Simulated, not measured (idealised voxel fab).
The process module that follows is named voxel tone inversion.
The cross-section shown here is cut; it is 235 nm wide and divided into square cells measuring 5 nm on a side.
Bands, listed from the top down, are how a cross-section gets written in this document; the cross-section itself is a grid of square cells, and a band is one or more rows of them. A band entry consists of two parts. The first gives the height of the band's top and the height of its bottom, in nm. The rest lists the band's materials from left to right, each with its width in nm. A single material labelled with the word "all across" fills the band from edge to edge, and the word "blank" marks empty space. All heights in this document are referenced to 0, defined as the level beneath which the wafer, as received, consists entirely of one material. The lowest band is not bounded below; it extends indefinitely downward and is written in the form "from 0 down". Read "30..40" as a graded width: first number on top, second number at the bottom, same change between each pair of neighbouring rows. Take "nothing was modified" at face value: in the step it is given for, the cross-section changed in none of its cells. In "Fully enclosed voids" the enclosed voids are listed, meaning empty spaces of 8 cells or larger without any opening to the top. The form is width x height at distance, distance from the left edge, units nm. If you see something after the settings on a step's line, that's the simulator's own remark about that step. If you see "overlay nm" on a step's line and that step has a mask, it's telling you how far right of where it was planned the mask ended up; a negative number means it went left instead.

The steps planned for the process are as follows:
step 1: RECEIVE (material Si)
step 2: CONFORMAL_DEP (material SiCN; thk nm 5)
step 3: DIRECTIONAL_DEP (material aC; thk nm 25)
step 4: PATTERN (tone cover; mask id POSTS; material resist; width nm 20; pitch nm 45; thk nm 35; overlay nm 0)
step 5: DIRECTIONAL_ETCH (etch materials aC; depth nm 25)
step 6: STRIP (etch materials resist)
step 7: FILL_DEP (material lowk; thk nm 10)
step 8: CMP (height nm 30)
step 9: STRIP (etch materials aC)
step 10: CONFORMAL_DEP (material TiN; thk nm 5)
step 11: FILL_DEP (material Ru; thk nm 10)
step 12: CMP (height nm 30)
step 13: CONFORMAL_DEP (material SiCN; thk nm 5)

The cross-section here shows the wafer as received, i.e. in its state after step 1:
- from 0 down  Si all across
- Fully enclosed voids: none

As-planned run: cross-section of the first of two wafers at end of module:
- from 35 to 30  SiCN all across
- from 30 to 10  lowk 60 nm, TiN 5 nm, Ru 10 nm, TiN 5 nm, lowk 25 nm, TiN 5 nm, Ru 10 nm, TiN 5 nm, lowk 25 nm, TiN 5 nm, Ru 10 nm, TiN 5 nm, lowk 65 nm
- from 10 to 5  lowk 60 nm, TiN 20 nm, lowk 25 nm, TiN 20 nm, lowk 25 nm, TiN 20 nm, lowk 65 nm
- from 5 to 0  SiCN all across
- from 0 down  Si all across
- Fully enclosed voids: none

What the second wafer looks like in cross-section once the module is done. Its start and its plan matched the first wafer's exactly; what differed was one mistake in how it was run:
- from 35 to 30  SiCN all across
- from 30 to 5  TiN all across
- from 5 to 0  SiCN all across
- from 0 down  Si all across
- Fully enclosed voids: none
What broke from the plan during processing? step 3 was not run as planned; what actually ran was DIRECTIONAL_DEP (material TiN; thk nm 25)
Final wafer comparison in cells, second versus first, more or fewer per material: 24 fewer of Ru | 199 more of TiN | 175 fewer of lowk
